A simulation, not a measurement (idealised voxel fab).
process module | voxel capacitor over wiring
cross-section cut | 280 nm wide | cells 5 nm
A cross-section is a grid of square cells, given in bands from the top down. A band is one or more rows of cells.
Each band's line starts with the height of the band's top and of its bottom, in nm. Then come its materials from left to right, each with its width in nm. One material with "throughout" fills the band from edge to edge. "air" is empty space.
Height 0 is the level under which the wafer as received is all one material. The lowest band goes on downwards, as in "0 down".
A width such as "30 to 40" changes by the same amount from each row of cells to the next, from the band's top row to its bottom row.
"no change" after a step means that no cell of the cross-section changed.
closed voids: empty space of 8 cells or more with no open way to the top, each as width x height at its distance from the left edge, in nm
after a step's settings: what the simulator itself notes on the step
overlay nm, on a step with a mask: how far to the right of its planned place the mask lay; to the left if negative
plan
1 op RECEIVE | material Si
2 op CONFORMAL_DEP | material SiO2 | thk nm 10
3 op CONFORMAL_DEP | material SiCN | thk nm 5
4 op DIRECTIONAL_DEP | material lowk | thk nm 25
5 op PATTERN | tone open | mask id METAL_1 | material resist | width nm 25 | pitch nm 90 | thk nm 15 | overlay nm 0
6 op DIRECTIONAL_ETCH | etch materials lowk | depth nm 25
7 op DIRECTIONAL_ETCH | etch materials SiCN | depth nm 5
8 op STRIP | etch materials resist
9 op CONFORMAL_DEP | material TiN | thk nm 5
10 op FILL_DEP | material Cu | thk nm 10
11 op CMP | height nm 40
12 op CONFORMAL_DEP | material SiCN | thk nm 5
13 op DIRECTIONAL_DEP | material SiO2 | thk nm 15
14 op DIRECTIONAL_DEP | material aC | thk nm 10
15 op PATTERN | tone open | mask id PLUG_1 | material resist | width nm 15 | thk nm 30 | overlay nm 0
16 op DIRECTIONAL_ETCH | etch materials aC | depth nm 10
17 op STRIP | etch materials resist
18 op DIRECTIONAL_ETCH | etch materials SiO2 | depth nm 15
19 op DIRECTIONAL_ETCH | etch materials SiCN | depth nm 5
20 op STRIP | etch materials aC
21 op EPI | material Ru | thk nm 10
22 op EPI | material Ru | thk nm 10
23 op DIRECTIONAL_DEP | material TiN | thk nm 10
24 op DIRECTIONAL_DEP | material HfO2 | thk nm 5
25 op DIRECTIONAL_DEP | material TiN | thk nm 10
26 op MASKED_ETCH | tone cover | mask id UPPER_PLATE | width nm 70 | etch materials TiN | depth nm 10 | overlay nm 0
27 op MASKED_ETCH | tone cover | mask id UPPER_PLATE | width nm 70 | etch materials HfO2 | depth nm 5 | overlay nm 0
28 op MASKED_ETCH | tone cover | mask id LOWER_PLATE | width nm 80 | etch materials TiN | depth nm 10 | overlay nm 0
29 op FILL_DEP | material SiO2 | thk nm 20
30 op CMP | height nm 100
31 op PATTERN | tone open | mask id PLUG_2 | material resist | width nm 15 | thk nm 20 | overlay nm 0
32 op DIRECTIONAL_ETCH | etch materials SiO2 | depth nm 15
33 op STRIP | etch materials resist
34 op CONFORMAL_DEP | material TiN | thk nm 5
35 op FILL_DEP | material Ru | thk nm 5
36 op CMP | height nm 100
37 op CONFORMAL_DEP | material SiN | thk nm 5
as received, after step 1
  0 down: Si throughout
  closed voids: none
first wafer at the end, as planned
  105 to 100: SiN throughout
  100 to 90: SiO2 100 | TiN 5 | Ru 5 | TiN 5 | SiO2 165
  90 to 85: SiO2 100 | TiN 15 | SiO2 165
  85 to 75: SiO2 90 | TiN 70 | SiO2 120
  75 to 70: SiO2 90 | HfO2 70 | SiO2 120
  70 to 60: SiO2 85 | TiN 80 | SiO2 115
  60 to 45: SiO2 90 | Ru 15 | SiO2 175
  45 to 40: SiCN 90 | Ru 15 | SiCN 175
  40 to 15: lowk 80 | TiN 5 | Cu 15 | TiN 5 | lowk 65 | TiN 5 | Cu 15 | TiN 5 | lowk 85
  15 to 10: SiCN 80 | TiN 25 | SiCN 65 | TiN 25 | SiCN 85
  10 to 0: SiO2 throughout
  0 down: Si throughout
  closed voids: none
second wafer at the end: like start, like plan, one mistake
  105 to 100: SiN throughout
  100 to 90: SiO2 100 | TiN 5 | Ru 5 | TiN 5 | SiO2 165
  90 to 85: SiO2 100 | TiN 15 | SiO2 165
  85 to 75: SiO2 90 | TiN 70 | SiO2 120
  75 to 70: SiO2 90 | HfO2 70 | SiO2 120
  70 to 60: SiO2 85 | TiN 80 | SiO2 115
  60 to 45: SiO2 90 | Ru 15 | SiO2 175
  45 to 40: SiCN 90 | Ru 15 | SiCN 175
  40 to 15: lowk 80 | TiN 5 | Cu 20 | TiN 5 | lowk 60 | TiN 5 | Cu 20 | TiN 5 | lowk 80
  15 to 10: SiCN 80 | TiN 30 | SiCN 60 | TiN 30 | SiCN 80
  10 to 0: SiO2 throughout
  0 down: Si throughout
  closed voids: none
what went wrong: step 5 ran as: op PATTERN | tone open | mask id METAL_1 | material resist | width nm 30 | pitch nm 90 | thk nm 15 | overlay nm 0
at the end the second wafer has, in cells: 10 more of Cu | 2 fewer of SiCN | 2 more of TiN | 10 fewer of lowk
